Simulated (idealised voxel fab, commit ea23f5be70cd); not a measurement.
The following is a process module called voxel wiring stack.
Each square cell in cross-section cut measures 5 nm, and the section as a whole is 230 nm wide.
Bands, listed from the top down, are how a cross-section gets written in this document; the cross-section itself is a grid of square cells, and a band is one or more rows of them. Basically the band line says how high the top is and how high the bottom is, in nm, and then what's in it from left to right, every material with its width in nm. Empty space shows up as "blank", and if a single material carries "edge to edge" it runs the full band edge to edge. Heights from 0 (as-received wafer is one material below). Bottom band endless downward, as "0 -> down". A width such as "30..40" changes by the same amount from each row of cells to the next, from the band's top row to its bottom row. "nothing changed" (step): cross-section cells unchanged, all of them. Enclosed voids (no open way to top), threshold 8 cells or more, entry "Enclosed internal voids", notation width x height at distance, distance from left edge, nm. Past the settings on a step's line: simulator remark, on that step. The "overlay nm" setting may appear on a step's line; for a step that uses a mask, it gives how far to the right of its planned position the mask lay, and a negative value indicates the left.
PROCESS STEPS (PLANNED)
1,RECEIVE,material Si
2,CONFORMAL_DEP,material SiO2,thk nm 10
3,DIRECTIONAL_DEP,material TiN,thk nm 5
4,DIRECTIONAL_DEP,material Ru,thk nm 25
5,PATTERN,tone cover,mask id METAL_1,material resist,width nm 20,pitch nm 35,thk nm 15,overlay nm 0
6,DIRECTIONAL_ETCH,etch materials Ru,depth nm 25
7,DIRECTIONAL_ETCH,etch materials TiN,depth nm 5
8,STRIP,etch materials resist
9,CONFORMAL_DEP,material SiCN,thk nm 5
10,FILL_DEP,material SiO2,thk nm 10
11,CMP,height nm 40
12,CONFORMAL_DEP,material SiCN,thk nm 5
13,DIRECTIONAL_DEP,material SiO2,thk nm 20
14,MASKED_ETCH,tone open,mask id PLUG_1,width nm 15,pitch nm 70,etch materials SiO2,depth nm 20,overlay nm 0
15,MASKED_ETCH,tone open,mask id PLUG_1,width nm 15,pitch nm 70,etch materials SiCN,depth nm 5,overlay nm 0
16,EPI,material Ru,thk nm 10
17,EPI,material Ru,thk nm 10
18,EPI,material Ru,thk nm 5
19,CONFORMAL_DEP,material SiCN,thk nm 5
20,DIRECTIONAL_DEP,material SiO2,thk nm 15
21,DIRECTIONAL_DEP,material aC,thk nm 10
22,PATTERN,tone open,mask id METAL_2,material resist,width nm 20,pitch nm 35,thk nm 25,overlay nm 0
23,DIRECTIONAL_ETCH,etch materials aC,depth nm 10
24,STRIP,etch materials resist
25,DIRECTIONAL_ETCH,etch materials SiO2,depth nm 15
26,DIRECTIONAL_ETCH,etch materials SiCN,depth nm 5
27,STRIP,etch materials aC
28,CONFORMAL_DEP,material TiN,thk nm 5
29,FILL_DEP,material Ru,thk nm 10
30,CMP,height nm 85
31,CONFORMAL_DEP,material SiCN,thk nm 5
32,DIRECTIONAL_DEP,material SiO2,thk nm 20
33,PATTERN,tone open,mask id PLUG_2,material resist,width nm 15,pitch nm 70,thk nm 20,overlay nm 0
34,DIRECTIONAL_ETCH,etch materials SiO2,depth nm 20
35,DIRECTIONAL_ETCH,etch materials SiCN,depth nm 5
36,STRIP,etch materials resist
37,CONFORMAL_DEP,material TiN,thk nm 5
38,FILL_DEP,material Ru,thk nm 5
39,CMP,height nm 110
40,CONFORMAL_DEP,material SiN,thk nm 5
41,DIRECTIONAL_DEP,material lowk,thk nm 20
42,PATTERN,tone open,mask id METAL_3,material resist,width nm 20,pitch nm 35,thk nm 15,overlay nm 0
43,DIRECTIONAL_ETCH,etch materials lowk,depth nm 20
44,DIRECTIONAL_ETCH,etch materials SiN,depth nm 5
45,STRIP,etch materials resist
46,CONFORMAL_DEP,material TiN,thk nm 5
47,FILL_DEP,material Cu,thk nm 5
48,CMP,height nm 135
49,CONFORMAL_DEP,material SiCN,thk nm 5
50,DIRECTIONAL_DEP,material lowk,thk nm 25
51,MASKED_ETCH,tone open,mask id METAL_4_HOLES,width nm 15,pitch nm 35,etch materials lowk,depth nm 25,overlay nm 0
52,MASKED_ETCH,tone open,mask id METAL_4,width nm 20,pitch nm 35,etch materials lowk,depth nm 15,overlay nm 0
53,MASKED_ETCH,tone open,mask id METAL_4,width nm 20,pitch nm 35,etch materials SiCN,depth nm 5,overlay nm 0
54,CONFORMAL_DEP,material TiN,thk nm 5
55,FILL_DEP,material Cu,thk nm 10
56,CMP,height nm 165
57,CONFORMAL_DEP,material SiCN,thk nm 5
INCOMING WAFER, CROSS-SECTIONAL VIEW, POST STEP 1
- 0 -> down: Si edge to edge
- Enclosed internal voids: none
MODULE COMPLETE - CROSS-SECTION OF THE FIRST OF TWO WAFERS, RUN ACCORDING TO PLAN
- 170 -> 165: SiCN edge to edge
- 165 -> 155: lowk (50), TiN (5), Cu (10), TiN (5), lowk (15), TiN (5), Cu (10), TiN (5), lowk (15), TiN (5), Cu (10), TiN (5), lowk (15), TiN (5), Cu (10), TiN (5), lowk (55)
- 155 -> 150: lowk (50), TiN (5), Cu (5), TiN (10), lowk (15), TiN (5), Cu (5), TiN (10), lowk (15), TiN (5), Cu (5), TiN (10), lowk (15), TiN (5), Cu (5), TiN (10), lowk (55)
- 150 -> 140: lowk (50), TiN (5), Cu (5), TiN (5), lowk (20), TiN (5), Cu (5), TiN (5), lowk (20), TiN (5), Cu (5), TiN (5), lowk (20), TiN (5), Cu (5), TiN (5), lowk (60)
- 140 -> 135: SiCN (50), TiN (15), SiCN (20), TiN (15), SiCN (20), TiN (15), SiCN (20), TiN (15), SiCN (60)
- 135 -> 115: lowk (50), TiN (5), Cu (10), TiN (5), lowk (15), TiN (5), Cu (10), TiN (5), lowk (15), TiN (5), Cu (10), TiN (5), lowk (15), TiN (5), Cu (10), TiN (5), lowk (55)
- 115 -> 110: SiN (50), TiN (20), SiN (15), TiN (20), SiN (15), TiN (20), SiN (15), TiN (20), SiN (55)
- 110 -> 90: SiO2 (50), TiN (5), Ru (5), TiN (5), SiO2 (55), TiN (5), Ru (5), TiN (5), SiO2 (95)
- 90 -> 85: SiCN (50), TiN (15), SiCN (55), TiN (15), SiCN (95)
- 85 -> 70: SiO2 (50), TiN (5), Ru (10), TiN (5), SiO2 (15), TiN (5), Ru (10), TiN (5), SiO2 (15), TiN (5), Ru (10), TiN (5), SiO2 (15), TiN (5), Ru (10), TiN (5), SiO2 (55)
- 70 -> 65: SiCN (50), TiN (20), SiCN (15), TiN (20), SiCN (15), TiN (20), SiCN (15), TiN (20), SiCN (55)
- 65 -> 45: SiO2 (50), Ru (15), SiO2 (55), Ru (15), SiO2 (95)
- 45 -> 40: SiCN (50), Ru (15), SiCN (55), Ru (15), SiCN (95)
- 40 -> 15: SiO2 (45), SiCN (5), Ru (20), SiCN (5), SiO2 (5), SiCN (5), Ru (20), SiCN (5), SiO2 (5), SiCN (5), Ru (20), SiCN (5), SiO2 (5), SiCN (5), Ru (20), SiCN (5), SiO2 (50)
- 15 -> 10: SiCN (50), TiN (20), SiCN (15), TiN (20), SiCN (15), TiN (20), SiCN (15), TiN (20), SiCN (55)
- 10 -> 0: SiO2 edge to edge
- 0 -> down: Si edge to edge
- Enclosed internal voids: none
SAME START, SAME PLAN AS THE FIRST WAFER - BUT ONE MISTAKE IN THE RUN. CROSS-SECTION OF THE SECOND OF THE TWO AT THE END OF THE MODULE
- 170 -> 165: SiCN edge to edge
- 165 -> 155: lowk (50), TiN (5), Cu (10), TiN (5), lowk (15), TiN (5), Cu (10), TiN (5), lowk (15), TiN (5), Cu (10), TiN (5), lowk (15), TiN (5), Cu (10), TiN (5), lowk (55)
- 155 -> 150: lowk (50), TiN (5), Cu (5), TiN (10), lowk (15), TiN (5), Cu (5), TiN (10), lowk (15), TiN (5), Cu (5), TiN (10), lowk (15), TiN (5), Cu (5), TiN (10), lowk (55)
- 150 -> 140: lowk (50), TiN (5), Cu (5), TiN (5), lowk (20), TiN (5), Cu (5), TiN (5), lowk (20), TiN (5), Cu (5), TiN (5), lowk (20), TiN (5), Cu (5), TiN (5), lowk (60)
- 140 -> 135: SiCN (50), TiN (15), SiCN (20), TiN (15), SiCN (20), TiN (15), SiCN (20), TiN (15), SiCN (60)
- 135 -> 115: lowk (50), TiN (5), Cu (10), TiN (5), lowk (15), TiN (5), Cu (10), TiN (5), lowk (15), TiN (5), Cu (10), TiN (5), lowk (15), TiN (5), Cu (10), TiN (5), lowk (55)
- 115 -> 110: SiN (50), TiN (20), SiN (15), TiN (20), SiN (15), TiN (20), SiN (15), TiN (20), SiN (55)
- 110 -> 90: SiO2 (50), TiN (5), Ru (5), TiN (5), SiO2 (55), TiN (5), Ru (5), TiN (5), SiO2 (95)
- 90 -> 85: SiCN (50), TiN (15), SiCN (55), TiN (15), SiCN (95)
- 85 -> 70: SiO2 (50), TiN (5), Ru (10), TiN (5), SiO2 (15), TiN (5), Ru (10), TiN (5), SiO2 (15), TiN (5), Ru (10), TiN (5), SiO2 (15), TiN (5), Ru (10), TiN (5), SiO2 (55)
- 70 -> 65: SiCN (50), TiN (20), SiCN (15), TiN (20), SiCN (15), TiN (20), SiCN (15), TiN (20), SiCN (55)
- 65 -> 45: SiO2 (50), Ru (15), SiO2 (55), Ru (15), SiO2 (95)
- 45 -> 40: SiCN (50), Ru (15), SiCN (55), Ru (15), SiCN (95)
- 40 -> 20: SiO2 (45), SiCN (5), Ru (20), SiCN (5), SiO2 (5), SiCN (5), Ru (20), SiCN (5), SiO2 (5), SiCN (5), Ru (20), SiCN (5), SiO2 (5), SiCN (5), Ru (20), SiCN (5), SiO2 (50)
- 20 -> 15: SiCN (50), Ru (20), SiCN (15), Ru (20), SiCN (15), Ru (20), SiCN (15), Ru (20), SiCN (55)
- 15 -> 5: SiO2 edge to edge
- 5 -> 0: TiN edge to edge
- 0 -> down: Si edge to edge
- Enclosed internal voids: none
The mistake made against the process plan was this: order of steps 2 and 3 inverted relative to the plan
The final cell counts differ between the wafers, with the second having more or fewer of some materials than the first: -8 SiCN | -22 SiO2 | +30 TiN
